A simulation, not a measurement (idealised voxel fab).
process module | voxel gate over fins
cross-section cut | 145 nm wide | cells 5 nm
A cross-section is a grid of square cells, given in bands from the top down. A band is one or more rows of cells.
Each band's line starts with the height of the band's top and of its bottom, in nm. Then come its materials from left to right, each with its width in nm. One material with "throughout" fills the band from edge to edge. "air" is empty space.
Height 0 is the level under which the wafer as received is all one material. The lowest band goes on downwards, as in "0 down".
A width such as "30 to 40" changes by the same amount from each row of cells to the next, from the band's top row to its bottom row.
"no change" after a step means that no cell of the cross-section changed.
closed voids: empty space of 8 cells or more with no open way to the top, each as width x height at its distance from the left edge, in nm
after a step's settings: what the simulator itself notes on the step
overlay nm, on a step with a mask: how far to the right of its planned place the mask lay; to the left if negative
plan
1 op RECEIVE | material Si
2 op CONFORMAL_DEP | material SiN | thk nm 10
3 op MASKED_ETCH | tone cover | mask id FINS | width nm 15 | pitch nm 45 | etch materials SiN | depth nm 10 | overlay nm 0
4 op MASKED_ETCH | tone cover | mask id FINS | width nm 15 | pitch nm 45 | etch materials Si | depth nm 25 | overlay nm 0
5 op OXIDIZE | depth nm 5
6 op FILL_DEP | material SiO2 | thk nm 10
7 op CMP | height nm 10
8 op SELECTIVE_ETCH | etch materials SiO2 | depth nm 25
9 op STRIP | etch materials SiN
10 op CONFORMAL_DEP | material HfO2 | thk nm 5
11 op CONFORMAL_DEP | material TiN | thk nm 5
12 op CONFORMAL_DEP | material TiAl | thk nm 5
13 op CONFORMAL_DEP | material TiN | thk nm 5
14 op FILL_DEP | material W | thk nm 10
15 op CMP | height nm 25
16 op CONFORMAL_DEP | material SiCN | thk nm 10
varied across the wafers: depth nm of step 4. The plan shows the first wafer's value. All wafers start alike
first wafer as received, after step 1
  0 down: Si throughout
  closed voids: none
each wafer at the end: cells of each material gained (+) or lost (-) since it was received, then its closed voids
depth nm 25 | +47 HfO2 | -156 Si | +58 SiCN | +78 SiO2 | +47 TiAl | +94 TiN | +35 W | closed voids: none
depth nm 30 | +47 HfO2 | -182 Si | +58 SiCN | +104 SiO2 | +47 TiAl | +94 TiN | +35 W | closed voids: none
depth nm 35 | +47 HfO2 | -208 Si | +58 SiCN | +130 SiO2 | +47 TiAl | +94 TiN | +35 W | closed voids: none
depth nm 40 | +47 HfO2 | -234 Si | +58 SiCN | +156 SiO2 | +47 TiAl | +94 TiN | +35 W | closed voids: none
depth nm 45 | +47 HfO2 | -260 Si | +58 SiCN | +182 SiO2 | +47 TiAl | +94 TiN | +35 W | closed voids: none
depth nm 50 | +47 HfO2 | -286 Si | +58 SiCN | +208 SiO2 | +47 TiAl | +94 TiN | +35 W | closed voids: none
